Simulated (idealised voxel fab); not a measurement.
Title: Process Module voxel ribs on slabs
Cross-section cut: width 300 nm, square cells of 5 nm.
We lay out every cross-section as a grid of square cells and spell it out in bands from the top down, where one band means one or more rows of cells. Basically the band line says how high the top is and how high the bottom is, in nm, and then what's in it from left to right, every material with its width in nm. Empty space shows up as "blank", and if a single material carries "edge to edge" it runs the full band edge to edge. Height datum 0, below which the as-received substrate wafer is one material. Lowest band open at the bottom, running downward: "0 and below". Read "30->40" as a graded width: first number on top, second number at the bottom, same change between each pair of neighbouring rows. The designation "no alteration", where it is given for a processing step, indicates that no cell of the cross-section was altered in the course of that step. Entry "Fully sealed voids". Content: empty spaces with no open connection to the top, size 8 cells or greater. Each: width x height at distance. Distance: from left edge. Unit: nm. after a step's settings: what the simulator itself notes on the step. overlay nm: where the mask lay relative to plan, measured to the right, on steps with a mask; negatives go left.

plan:
1 RECEIVE, material Si
2 DIRECTIONAL_DEP, material SiO2, thk nm 20
3 DIRECTIONAL_DEP, material polySi, thk nm 20
4 DIRECTIONAL_DEP, material aC, thk nm 15
5 PATTERN, tone cover, mask id RIB, material resist, width nm 30, thk nm 30, overlay nm 0
6 DIRECTIONAL_ETCH, etch materials aC, depth nm 15
7 STRIP, etch materials resist
8 DIRECTIONAL_ETCH, etch materials polySi, depth nm 10
9 STRIP, etch materials aC
10 PATTERN, tone cover, mask id SLAB, material resist, width nm 90, thk nm 20, overlay nm 0
11 DIRECTIONAL_ETCH, etch materials polySi, depth nm 10
12 STRIP, etch materials resist
13 FILL_DEP, material SiO2, thk nm 30
14 CMP, height nm 60
15 DIRECTIONAL_DEP, material TiN, thk nm 5
16 DIRECTIONAL_DEP, material aC, thk nm 15
17 PATTERN, tone cover, mask id HEATER, material resist, width nm 40, thk nm 30, overlay nm 0
18 DIRECTIONAL_ETCH, etch materials aC, depth nm 15
19 STRIP, etch materials resist
20 DIRECTIONAL_ETCH, etch materials TiN, depth nm 5
21 STRIP, etch materials aC
22 CONFORMAL_DEP, material SiO2, thk nm 5

Cross-sectional view of the wafer in its as-received condition, corresponding to the state after step 1:
> 0 and below | Si edge to edge
> Fully sealed voids: none

Cross-section taken at module completion on the first of two wafers; processed per the plan:
> 70 down to 65 | 125 of blank, then 50 of SiO2, then 125 of blank
> 65 down to 60 | 130 of SiO2, then 40 of TiN, then 130 of SiO2
> 60 down to 40 | SiO2 edge to edge
> 40 down to 30 | 135 of SiO2, then 30 of polySi, then 135 of SiO2
> 30 down to 20 | 105 of SiO2, then 90 of polySi, then 105 of SiO2
> 20 down to 0 | SiO2 edge to edge
> 0 and below | Si edge to edge
> Fully sealed voids: none

Second wafer of the two, sectioned at the end of the module. It began like the first and followed the same plan, but one mistake was made while running it:
> 70 down to 65 | 115 of blank, then 50 of SiO2, then 135 of blank
> 65 down to 60 | 120 of SiO2, then 40 of TiN, then 140 of SiO2
> 60 down to 40 | SiO2 edge to edge
> 40 down to 30 | 135 of SiO2, then 30 of polySi, then 135 of SiO2
> 30 down to 20 | 105 of SiO2, then 90 of polySi, then 105 of SiO2
> 20 down to 0 | SiO2 edge to edge
> 0 and below | Si edge to edge
> Fully sealed voids: none
Here's what went sideways: the process deviated at step 17: the operation and settings actually run there were PATTERN, tone cover, mask id HEATER, material resist, width nm 40, thk nm 30, overlay nm -10
At the end, the second wafer has the same number of cells of each material as the first, but those cells sit in other places.
